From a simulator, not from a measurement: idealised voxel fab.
Title: Process Module voxel tone inversion
Displayed cross-section: cut, width of 200 nm, square cells sized 5 nm.
Just so we're on the same page, the cross-sections are grids of square cells, and they're listed out in bands top to bottom, each band one or more rows deep.
Heads up on the band format: heights come first, top then bottom, in nm. After that it's the materials left to right, each with its width in nm. A single material flagged "throughout" fills the whole band edge to edge, and "air" means there's empty space there.
For the purposes of this specification, 0 denotes the height below which the wafer in its as-received condition is composed wholly of one material, and the lowermost band, lacking a lower limit, extends downward without end, as expressed in "z 0 and below".
The width entry "30->40" should be interpreted row by row: the top row of cells in the band takes the first number, the bottom row takes the second number, and the change between adjacent rows is uniform throughout.
"nothing got changed", as given for a step, is the statement that not any cell of the cross-section underwent a change during that step.
Empty spaces counting at least 8 cells and having no open way to the top are listed in "Enclosed internal voids". The notation width x height at distance is used for each, the distance being from the left edge and all three values in nm.
Anything after a step's settings on that line? It's the simulator's own note about the step.
A step's line can hold "overlay nm"; with a mask on that step, the setting says how far right of the planned place the mask lay, while a negative setting says it lay to the left.
From here on the document is pairs. In a pair, the cross-section before one process step comes with the cross-section after it, and the latter goes no deeper than the lowest band that changed. What lies in between, the step and its settings, is written under the pair. A pair may be from a different run of this module on the same starting wafer than the pair above it, so it continues from that pair only where its entry headed "Preceding state" says so.

Preceding state:
	z 0 and below = Si throughout
	Enclosed internal voids: none

Resulting Structure:
	z 10 to 0 = SiCN throughout
	Nothing below the height 0 has changed.
	Enclosed internal voids: none
Between the two cross-sections shown above, the process step is op CONFORMAL_DEP | material SiCN | thk nm 10

Preceding state: the pre-step structure is the one depicted after the step in the pair just above.

Resulting Structure:
	z 25 to 10 = polySi throughout
	Nothing below the height 10 has changed.
	Enclosed internal voids: none
Between the two cross-sections shown above, the process step is op DIRECTIONAL_DEP | material polySi | thk nm 15

Preceding state: the pre-step structure is the one depicted after the step in the pair just above.

Resulting Structure:
	z 50 to 25 = 30 air | 25 resist | 30 air | 25 resist | 30 air | 25 resist | 35 air
	Nothing below the height 25 has changed.
	Enclosed internal voids: none
Between the two cross-sections shown above, the process step is op PATTERN | tone cover | mask id POSTS | material resist | width nm 25 | pitch nm 55 | thk nm 25 | overlay nm 0

Preceding state: the pre-step structure is the one depicted after the step in the pair just above.

Resulting Structure:
	z 50 to 25 = 30 air | 25 resist | 30 air | 25 resist | 30 air | 25 resist | 35 air
	z 25 to 10 = 30 air | 25 polySi | 30 air | 25 polySi | 30 air | 25 polySi | 35 air
	Nothing below the height 10 has changed.
	Enclosed internal voids: none
Between the two cross-sections shown above, the process step is op DIRECTIONAL_ETCH | etch materials polySi | depth nm 15

Preceding state: the pre-step structure is the one depicted after the step in the pair just above.

Resulting Structure:
	z 25 to 10 = 30 air | 25 polySi | 30 air | 25 polySi | 30 air | 25 polySi | 35 air
	Nothing below the height 10 has changed.
	Enclosed internal voids: none
Between the two cross-sections shown above, the process step is op STRIP | etch materials resist

Preceding state: the pre-step structure is the one depicted after the step in the pair just above.

Resulting Structure:
	z 30 to 25 = lowk throughout
	z 25 to 10 = 30 lowk | 25 polySi | 30 lowk | 25 polySi | 30 lowk | 25 polySi | 35 lowk
	Nothing below the height 10 has changed.
	Enclosed internal voids: none
Between the two cross-sections shown above, the process step is op FILL_DEP | material lowk | thk nm 5

Preceding state: the pre-step structure is the one depicted after the step in the pair just above.

Resulting Structure:
	z 25 to 10 = 30 lowk | 25 polySi | 30 lowk | 25 polySi | 30 lowk | 25 polySi | 35 lowk
	Nothing below the height 10 has changed.
	Enclosed internal voids: none
Between the two cross-sections shown above, the process step is op CMP | height nm 25

Preceding state: the pre-step structure is the one depicted after the step in the pair just above.

Resulting Structure:
	z 25 to 10 = 30 lowk | 25 air | 30 lowk | 25 air | 30 lowk | 25 air | 35 lowk
	Nothing below the height 10 has changed.
	Enclosed internal voids: none
Between the two cross-sections shown above, the process step is op STRIP | etch materials polySi

Preceding state: the pre-step structure is the one depicted after the step in the pair just above.

Resulting Structure:
	z 30 to 25 = 35 TiN | 15 air | 40 TiN | 15 air | 40 TiN | 15 air | 40 TiN
	z 25 to 15 = 30 lowk | 5 TiN | 15 air | 5 TiN | 30 lowk | 5 TiN | 15 air | 5 TiN | 30 lowk | 5 TiN | 15 air | 5 TiN | 35 lowk
	z 15 to 10 = 30 lowk | 25 TiN | 30 lowk | 25 TiN | 30 lowk | 25 TiN | 35 lowk
	Nothing below the height 10 has changed.
	Enclosed internal voids: none
Between the two cross-sections shown above, the process step is op CONFORMAL_DEP | material TiN | thk nm 5

Preceding state: the pre-step structure is the one depicted after the step in the pair just above.

Resulting Structure:
	z 40 to 30 = Ru throughout
	z 30 to 25 = 35 TiN | 15 Ru | 40 TiN | 15 Ru | 40 TiN | 15 Ru | 40 TiN
	z 25 to 15 = 30 lowk | 5 TiN | 15 Ru | 5 TiN | 30 lowk | 5 TiN | 15 Ru | 5 TiN | 30 lowk | 5 TiN | 15 Ru | 5 TiN | 35 lowk
	Nothing below the height 15 has changed.
	Enclosed internal voids: none
Between the two cross-sections shown above, the process step is op FILL_DEP | material Ru | thk nm 10

Preceding state: the pre-step structure is the one depicted after the step in the pair just above.

Resulting Structure:
	z 25 to 15 = 30 lowk | 5 TiN | 15 Ru | 5 TiN | 30 lowk | 5 TiN | 15 Ru | 5 TiN | 30 lowk | 5 TiN | 15 Ru | 5 TiN | 35 lowk
	Nothing below the height 15 has changed.
	Enclosed internal voids: none
Between the two cross-sections shown above, the process step is op CMP | height nm 25

Preceding state: the pre-step structure is the one depicted after the step in the pair just above.

Resulting Structure:
	z 30 to 25 = SiN throughout
	Nothing below the height 25 has changed.
	Enclosed internal voids: none
Between the two cross-sections shown above, the process step is op CONFORMAL_DEP | material SiN | thk nm 5

Preceding state:
	z 40 to 30 = Ru throughout
	z 30 to 25 = 35 TiN | 15 Ru | 40 TiN | 15 Ru | 40 TiN | 15 Ru | 40 TiN
	z 25 to 15 = 30 lowk | 5 TiN | 15 Ru | 5 TiN | 30 lowk | 5 TiN | 15 Ru | 5 TiN | 30 lowk | 5 TiN | 15 Ru | 5 TiN | 35 lowk
	z 15 to 10 = 30 lowk | 25 TiN | 30 lowk | 25 TiN | 30 lowk | 25 TiN | 35 lowk
	z 10 to 0 = SiCN throughout
	z 0 and below = Si throughout
	Enclosed internal voids: none

Resulting Structure:
	z 45 to 40 = SiN throughout
	Nothing below the height 40 has changed.
	Enclosed internal voids: none
Between the two cross-sections shown above, the process step is op CONFORMAL_DEP | material SiN | thk nm 5

Preceding state:
	z 0 and below = Si throughout
	Enclosed internal voids: none

Resulting Structure:
	z 15 to 0 = polySi throughout
	Nothing below the height 0 has changed.
	Enclosed internal voids: none
Between the two cross-sections shown above, the process step is op DIRECTIONAL_DEP | material polySi | thk nm 15

Preceding state: the pre-step structure is the one depicted after the step in the pair just above.

Resulting Structure:
	z 25 to 15 = SiCN throughout
	Nothing below the height 15 has changed.
	Enclosed internal voids: none
Between the two cross-sections shown above, the process step is op CONFORMAL_DEP | material SiCN | thk nm 10

Preceding state: the pre-step structure is the one depicted after the step in the pair just above.

Resulting Structure:
	z 50 to 25 = 30 air | 25 resist | 30 air | 25 resist | 30 air | 25 resist | 35 air
	Nothing below the height 25 has changed.
	Enclosed internal voids: none
Between the two cross-sections shown above, the process step is op PATTERN | tone cover | mask id POSTS | material resist | width nm 25 | pitch nm 55 | thk nm 25 | overlay nm 0

Preceding state: the pre-step structure is the one depicted after the step in the pair just above.

Resulting Structure:
	z 25 to 15 = SiCN throughout
	Nothing below the height 15 has changed.
	Enclosed internal voids: none
Between the two cross-sections shown above, the process step is op STRIP | etch materials resist

Preceding state: the pre-step structure is the one depicted after the step in the pair just above.

Resulting Structure:
	z 30 to 25 = lowk throughout
	Nothing below the height 25 has changed.
	Enclosed internal voids: none
Between the two cross-sections shown above, the process step is op FILL_DEP | material lowk | thk nm 5

Preceding state: the pre-step structure is the one depicted after the step in the pair just above.

Resulting Structure:
	z 25 to 15 = SiCN throughout
	Nothing below the height 15 has changed.
	Enclosed internal voids: none
Between the two cross-sections shown above, the process step is op CMP | height nm 25

Preceding state: the pre-step structure is the one depicted after the step in the pair just above.

Resulting Structure:
	z 30 to 25 = TiN throughout
	Nothing below the height 25 has changed.
	Enclosed internal voids: none
Between the two cross-sections shown above, the process step is op CONFORMAL_DEP | material TiN | thk nm 5

Preceding state: the pre-step structure is the one depicted after the step in the pair just above.

Resulting Structure:
	z 40 to 30 = Ru throughout
	Nothing below the height 30 has changed.
	Enclosed internal voids: none
Between the two cross-sections shown above, the process step is op FILL_DEP | material Ru | thk nm 10

Preceding state: the pre-step structure is the one depicted after the step in the pair just above.

Resulting Structure:
	z 25 to 15 = SiCN throughout
	Nothing below the height 15 has changed.
	Enclosed internal voids: none
Between the two cross-sections shown above, the process step is op CMP | height nm 25

Preceding state: the pre-step structure is the one depicted after the step in the pair just above.

Resulting Structure:
	z 30 to 25 = SiN throughout
	Nothing below the height 25 has changed.
	Enclosed internal voids: none
Between the two cross-sections shown above, the process step is op CONFORMAL_DEP | material SiN | thk nm 5

Preceding state:
	z 40 to 30 = Ru throughout
	z 30 to 25 = 35 TiN | 15 Ru | 40 TiN | 15 Ru | 40 TiN | 15 Ru | 40 TiN
	z 25 to 15 = 30 lowk | 5 TiN | 15 Ru | 5 TiN | 30 lowk | 5 TiN | 15 Ru | 5 TiN | 30 lowk | 5 TiN | 15 Ru | 5 TiN | 35 lowk
	z 15 to 10 = 30 lowk | 25 TiN | 30 lowk | 25 TiN | 30 lowk | 25 TiN | 35 lowk
	z 10 to 0 = SiCN throughout
	z 0 and below = Si throughout
	Enclosed internal voids: none

Resulting Structure:
	z 15 to 10 = 30 lowk | 25 TiN | 30 lowk | 25 TiN | 30 lowk | 25 TiN | 35 lowk
	Nothing below the height 10 has changed.
	Enclosed internal voids: none
Between the two cross-sections shown above, the process step is op CMP | height nm 15

Preceding state: the pre-step structure is the one depicted after the step in the pair just above.

Resulting Structure:
	z 20 to 15 = SiN throughout
	Nothing below the height 15 has changed.
	Enclosed internal voids: none
Between the two cross-sections shown above, the process step is op CONFORMAL_DEP | material SiN | thk nm 5

Preceding state:
	z 25 to 10 = polySi throughout
	z 10 to 0 = SiCN throughout
	z 0 and below = Si throughout
	Enclosed internal voids: none

Resulting Structure:
	z 50 to 25 = 30 air | 30 resist | 25 air | 30 resist | 25 air | 30 resist | 30 air
	Nothing below the height 25 has changed.
	Enclosed internal voids: none
Between the two cross-sections shown above, the process step is op PATTERN | tone cover | mask id POSTS | material resist | width nm 30 | pitch nm 55 | thk nm 25 | overlay nm 0

Preceding state: the pre-step structure is the one depicted after the step in the pair just above.

Resulting Structure:
	z 50 to 25 = 30 air | 30 resist | 25 air | 30 resist | 25 air | 30 resist | 30 air
	z 25 to 10 = 30 air | 30 polySi | 25 air | 30 polySi | 25 air | 30 polySi | 30 air
	Nothing below the height 10 has changed.
	Enclosed internal voids: none
Between the two cross-sections shown above, the process step is op DIRECTIONAL_ETCH | etch materials polySi | depth nm 15

Preceding state: the pre-step structure is the one depicted after the step in the pair just above.

Resulting Structure:
	z 25 to 10 = 30 air | 30 polySi | 25 air | 30 polySi | 25 air | 30 polySi | 30 air
	Nothing below the height 10 has changed.
	Enclosed internal voids: none
Between the two cross-sections shown above, the process step is op STRIP | etch materials resist

Preceding state: the pre-step structure is the one depicted after the step in the pair just above.

Resulting Structure:
	z 30 to 25 = lowk throughout
	z 25 to 10 = 30 lowk | 30 polySi | 25 lowk | 30 polySi | 25 lowk | 30 polySi | 30 lowk
	Nothing below the height 10 has changed.
	Enclosed internal voids: none
Between the two cross-sections shown above, the process step is op FILL_DEP | material lowk | thk nm 5

Preceding state: the pre-step structure is the one depicted after the step in the pair just above.

Resulting Structure:
	z 25 to 10 = 30 lowk | 30 polySi | 25 lowk | 30 polySi | 25 lowk | 30 polySi | 30 lowk
	Nothing below the height 10 has changed.
	Enclosed internal voids: none
Between the two cross-sections shown above, the process step is op CMP | height nm 25

Preceding state: the pre-step structure is the one depicted after the step in the pair just above.

Resulting Structure:
	z 25 to 10 = 30 lowk | 30 air | 25 lowk | 30 air | 25 lowk | 30 air | 30 lowk
	Nothing below the height 10 has changed.
	Enclosed internal voids: none
Between the two cross-sections shown above, the process step is op STRIP | etch materials polySi

Preceding state: the pre-step structure is the one depicted after the step in the pair just above.

Resulting Structure:
	z 30 to 25 = 35 TiN | 20 air | 35 TiN | 20 air | 35 TiN | 20 air | 35 TiN
	z 25 to 15 = 30 lowk | 5 TiN | 20 air | 5 TiN | 25 lowk | 5 TiN | 20 air | 5 TiN | 25 lowk | 5 TiN | 20 air | 5 TiN | 30 lowk
	z 15 to 10 = 30 lowk | 30 TiN | 25 lowk | 30 TiN | 25 lowk | 30 TiN | 30 lowk
	Nothing below the height 10 has changed.
	Enclosed internal voids: none
Between the two cross-sections shown above, the process step is op CONFORMAL_DEP | material TiN | thk nm 5

Preceding state: the pre-step structure is the one depicted after the step in the pair just above.

Resulting Structure:
	z 40 to 30 = Ru throughout
	z 30 to 25 = 35 TiN | 20 Ru | 35 TiN | 20 Ru | 35 TiN | 20 Ru | 35 TiN
	z 25 to 15 = 30 lowk | 5 TiN | 20 Ru | 5 TiN | 25 lowk | 5 TiN | 20 Ru | 5 TiN | 25 lowk | 5 TiN | 20 Ru | 5 TiN | 30 lowk
	Nothing below the height 15 has changed.
	Enclosed internal voids: none
Between the two cross-sections shown above, the process step is op FILL_DEP | material Ru | thk nm 10

Preceding state: the pre-step structure is the one depicted after the step in the pair just above.

Resulting Structure:
	z 25 to 15 = 30 lowk | 5 TiN | 20 Ru | 5 TiN | 25 lowk | 5 TiN | 20 Ru | 5 TiN | 25 lowk | 5 TiN | 20 Ru | 5 TiN | 30 lowk
	Nothing below the height 15 has changed.
	Enclosed internal voids: none
Between the two cross-sections shown above, the process step is op CMP | height nm 25

Preceding state: the pre-step structure is the one depicted after the step in the pair just above.

Resulting Structure:
	z 30 to 25 = SiN throughout
	Nothing below the height 25 has changed.
	Enclosed internal voids: none
Between the two cross-sections shown above, the process step is op CONFORMAL_DEP | material SiN | thk nm 5

Preceding state:
	z 25 to 10 = polySi throughout
	z 10 to 0 = SiCN throughout
	z 0 and below = Si throughout
	Enclosed internal voids: none

Resulting Structure:
	z 50 to 25 = 40 air | 25 resist | 30 air | 25 resist | 30 air | 25 resist | 25 air
	Nothing below the height 25 has changed.
	Enclosed internal voids: none
Between the two cross-sections shown above, the process step is op PATTERN | tone cover | mask id POSTS | material resist | width nm 25 | pitch nm 55 | thk nm 25 | overlay nm 10

Preceding state: the pre-step structure is the one depicted after the step in the pair just above.

Resulting Structure:
	z 50 to 25 = 40 air | 25 resist | 30 air | 25 resist | 30 air | 25 resist | 25 air
	z 25 to 10 = 40 air | 25 polySi | 30 air | 25 polySi | 30 air | 25 polySi | 25 air
	Nothing below the height 10 has changed.
	Enclosed internal voids: none
Between the two cross-sections shown above, the process step is op DIRECTIONAL_ETCH | etch materials polySi | depth nm 15

Preceding state: the pre-step structure is the one depicted after the step in the pair just above.

Resulting Structure:
	z 25 to 10 = 40 air | 25 polySi | 30 air | 25 polySi | 30 air | 25 polySi | 25 air
	Nothing below the height 10 has changed.
	Enclosed internal voids: none
Between the two cross-sections shown above, the process step is op STRIP | etch materials resist

Preceding state: the pre-step structure is the one depicted after the step in the pair just above.

Resulting Structure:
	z 30 to 25 = lowk throughout
	z 25 to 10 = 40 lowk | 25 polySi | 30 lowk | 25 polySi | 30 lowk | 25 polySi | 25 lowk
	Nothing below the height 10 has changed.
	Enclosed internal voids: none
Between the two cross-sections shown above, the process step is op FILL_DEP | material lowk | thk nm 5

Preceding state: the pre-step structure is the one depicted after the step in the pair just above.

Resulting Structure:
	z 25 to 10 = 40 lowk | 25 polySi | 30 lowk | 25 polySi | 30 lowk | 25 polySi | 25 lowk
	Nothing below the height 10 has changed.
	Enclosed internal voids: none
Between the two cross-sections shown above, the process step is op CMP | height nm 25

Preceding state: the pre-step structure is the one depicted after the step in the pair just above.

Resulting Structure:
	z 25 to 10 = 40 lowk | 25 air | 30 lowk | 25 air | 30 lowk | 25 air | 25 lowk
	Nothing below the height 10 has changed.
	Enclosed internal voids: none
Between the two cross-sections shown above, the process step is op STRIP | etch materials polySi

Preceding state: the pre-step structure is the one depicted after the step in the pair just above.

Resulting Structure:
	z 30 to 25 = 45 TiN | 15 air | 40 TiN | 15 air | 40 TiN | 15 air | 30 TiN
	z 25 to 15 = 40 lowk | 5 TiN | 15 air | 5 TiN | 30 lowk | 5 TiN | 15 air | 5 TiN | 30 lowk | 5 TiN | 15 air | 5 TiN | 25 lowk
	z 15 to 10 = 40 lowk | 25 TiN | 30 lowk | 25 TiN | 30 lowk | 25 TiN | 25 lowk
	Nothing below the height 10 has changed.
	Enclosed internal voids: none
Between the two cross-sections shown above, the process step is op CONFORMAL_DEP | material TiN | thk nm 5

Preceding state: the pre-step structure is the one depicted after the step in the pair just above.

Resulting Structure:
	z 40 to 30 = Ru throughout
	z 30 to 25 = 45 TiN | 15 Ru | 40 TiN | 15 Ru | 40 TiN | 15 Ru | 30 TiN
	z 25 to 15 = 40 lowk | 5 TiN | 15 Ru | 5 TiN | 30 lowk | 5 TiN | 15 Ru | 5 TiN | 30 lowk | 5 TiN | 15 Ru | 5 TiN | 25 lowk
	Nothing below the height 15 has changed.
	Enclosed internal voids: none
Between the two cross-sections shown above, the process step is op FILL_DEP | material Ru | thk nm 10

Preceding state: the pre-step structure is the one depicted after the step in the pair just above.

Resulting Structure:
	z 25 to 15 = 40 lowk | 5 TiN | 15 Ru | 5 TiN | 30 lowk | 5 TiN | 15 Ru | 5 TiN | 30 lowk | 5 TiN | 15 Ru | 5 TiN | 25 lowk
	Nothing below the height 15 has changed.
	Enclosed internal voids: none
Between the two cross-sections shown above, the process step is op CMP | height nm 25

Preceding state: the pre-step structure is the one depicted after the step in the pair just above.

Resulting Structure:
	z 30 to 25 = SiN throughout
	Nothing below the height 25 has changed.
	Enclosed internal voids: none
Between the two cross-sections shown above, the process step is op CONFORMAL_DEP | material SiN | thk nm 5

Preceding state:
	z 10 to 0 = SiCN throughout
	z 0 and below = Si throughout
	Enclosed internal voids: none

Resulting Structure:
	z 25 to 0 = SiCN throughout
	Nothing below the height 0 has changed.
	Enclosed internal voids: none
Between the two cross-sections shown above, the process step is op DIRECTIONAL_DEP | material SiCN | thk nm 15

Preceding state: the pre-step structure is the one depicted after the step in the pair just above.

Resulting Structure:
	z 50 to 25 = 30 air | 25 resist | 30 air | 25 resist | 30 air | 25 resist | 35 air
	Nothing below the height 25 has changed.
	Enclosed internal voids: none
Between the two cross-sections shown above, the process step is op PATTERN | tone cover | mask id POSTS | material resist | width nm 25 | pitch nm 55 | thk nm 25 | overlay nm 0

Preceding state: the pre-step structure is the one depicted after the step in the pair just above.

Resulting Structure:
	z 25 to 0 = SiCN throughout
	Nothing below the height 0 has changed.
	Enclosed internal voids: none
Between the two cross-sections shown above, the process step is op STRIP | etch materials resist

Preceding state: the pre-step structure is the one depicted after the step in the pair just above.

Resulting Structure:
	z 30 to 25 = lowk throughout
	Nothing below the height 25 has changed.
	Enclosed internal voids: none
Between the two cross-sections shown above, the process step is op FILL_DEP | material lowk | thk nm 5

Preceding state: the pre-step structure is the one depicted after the step in the pair just above.

Resulting Structure:
	z 25 to 0 = SiCN throughout
	Nothing below the height 0 has changed.
	Enclosed internal voids: none
Between the two cross-sections shown above, the process step is op CMP | height nm 25

Preceding state: the pre-step structure is the one depicted after the step in the pair just above.

Resulting Structure:
	z 30 to 25 = TiN throughout
	Nothing below the height 25 has changed.
	Enclosed internal voids: none
Between the two cross-sections shown above, the process step is op CONFORMAL_DEP | material TiN | thk nm 5

Preceding state: the pre-step structure is the one depicted after the step in the pair just above.

Resulting Structure:
	z 40 to 30 = Ru throughout
	Nothing below the height 30 has changed.
	Enclosed internal voids: none
Between the two cross-sections shown above, the process step is op FILL_DEP | material Ru | thk nm 10

Preceding state: the pre-step structure is the one depicted after the step in the pair just above.

Resulting Structure:
	z 25 to 0 = SiCN throughout
	Nothing below the height 0 has changed.
	Enclosed internal voids: none
Between the two cross-sections shown above, the process step is op CMP | height nm 25

Preceding state: the pre-step structure is the one depicted after the step in the pair just above.

Resulting Structure:
	z 30 to 25 = SiN throughout
	Nothing below the height 25 has changed.
	Enclosed internal voids: none
Between the two cross-sections shown above, the process step is op CONFORMAL_DEP | material SiN | thk nm 5

Preceding state:
	z 25 to 10 = polySi throughout
	z 10 to 0 = SiCN throughout
	z 0 and below = Si throughout
	Enclosed internal voids: none

Resulting Structure:
	z 50 to 25 = 30 resist | 25 air | 30 resist | 25 air | 30 resist | 25 air | 35 resist
	Nothing below the height 25 has changed.
	Enclosed internal voids: none
Between the two cross-sections shown above, the process step is op PATTERN | tone open | mask id POSTS | material resist | width nm 25 | pitch nm 55 | thk nm 25 | overlay nm 0

Preceding state: the pre-step structure is the one depicted after the step in the pair just above.

Resulting Structure:
	z 50 to 25 = 30 resist | 25 air | 30 resist | 25 air | 30 resist | 25 air | 35 resist
	z 25 to 10 = 30 polySi | 25 air | 30 polySi | 25 air | 30 polySi | 25 air | 35 polySi
	Nothing below the height 10 has changed.
	Enclosed internal voids: none
Between the two cross-sections shown above, the process step is op DIRECTIONAL_ETCH | etch materials polySi | depth nm 15

Preceding state: the pre-step structure is the one depicted after the step in the pair just above.

Resulting Structure:
	z 25 to 10 = 30 polySi | 25 air | 30 polySi | 25 air | 30 polySi | 25 air | 35 polySi
	Nothing below the height 10 has changed.
	Enclosed internal voids: none
Between the two cross-sections shown above, the process step is op STRIP | etch materials resist

Preceding state: the pre-step structure is the one depicted after the step in the pair just above.

Resulting Structure:
	z 30 to 25 = lowk throughout
	z 25 to 10 = 30 polySi | 25 lowk | 30 polySi | 25 lowk | 30 polySi | 25 lowk | 35 polySi
	Nothing below the height 10 has changed.
	Enclosed internal voids: none
Between the two cross-sections shown above, the process step is op FILL_DEP | material lowk | thk nm 5

Preceding state: the pre-step structure is the one depicted after the step in the pair just above.

Resulting Structure:
	z 25 to 10 = 30 polySi | 25 lowk | 30 polySi | 25 lowk | 30 polySi | 25 lowk | 35 polySi
	Nothing below the height 10 has changed.
	Enclosed internal voids: none
Between the two cross-sections shown above, the process step is op CMP | height nm 25

Preceding state: the pre-step structure is the one depicted after the step in the pair just above.

Resulting Structure:
	z 25 to 10 = 30 air | 25 lowk | 30 air | 25 lowk | 30 air | 25 lowk | 35 air
	Nothing below the height 10 has changed.
	Enclosed internal voids: none
Between the two cross-sections shown above, the process step is op STRIP | etch materials polySi

Preceding state: the pre-step structure is the one depicted after the step in the pair just above.

Resulting Structure:
	z 30 to 25 = 25 air | 35 TiN | 20 air | 35 TiN | 20 air | 35 TiN | 30 air
	z 25 to 15 = 25 air | 5 TiN | 25 lowk | 5 TiN | 20 air | 5 TiN | 25 lowk | 5 TiN | 20 air | 5 TiN | 25 lowk | 5 TiN | 30 air
	z 15 to 10 = 30 TiN | 25 lowk | 30 TiN | 25 lowk | 30 TiN | 25 lowk | 35 TiN
	Nothing below the height 10 has changed.
	Enclosed internal voids: none
Between the two cross-sections shown above, the process step is op CONFORMAL_DEP | material TiN | thk nm 5

Preceding state: the pre-step structure is the one depicted after the step in the pair just above.

Resulting Structure:
	z 40 to 30 = Ru throughout
	z 30 to 25 = 25 Ru | 35 TiN | 20 Ru | 35 TiN | 20 Ru | 35 TiN | 30 Ru
	z 25 to 15 = 25 Ru | 5 TiN | 25 lowk | 5 TiN | 20 Ru | 5 TiN | 25 lowk | 5 TiN | 20 Ru | 5 TiN | 25 lowk | 5 TiN | 30 Ru
	Nothing below the height 15 has changed.
	Enclosed internal voids: none
Between the two cross-sections shown above, the process step is op FILL_DEP | material Ru | thk nm 10

Preceding state: the pre-step structure is the one depicted after the step in the pair just above.

Resulting Structure:
	z 25 to 15 = 25 Ru | 5 TiN | 25 lowk | 5 TiN | 20 Ru | 5 TiN | 25 lowk | 5 TiN | 20 Ru | 5 TiN | 25 lowk | 5 TiN | 30 Ru
	Nothing below the height 15 has changed.
	Enclosed internal voids: none
Between the two cross-sections shown above, the process step is op CMP | height nm 25

Preceding state: the pre-step structure is the one depicted after the step in the pair just above.

Resulting Structure:
	z 30 to 25 = SiN throughout
	Nothing below the height 25 has changed.
	Enclosed internal voids: none
Between the two cross-sections shown above, the process step is op CONFORMAL_DEP | material SiN | thk nm 5
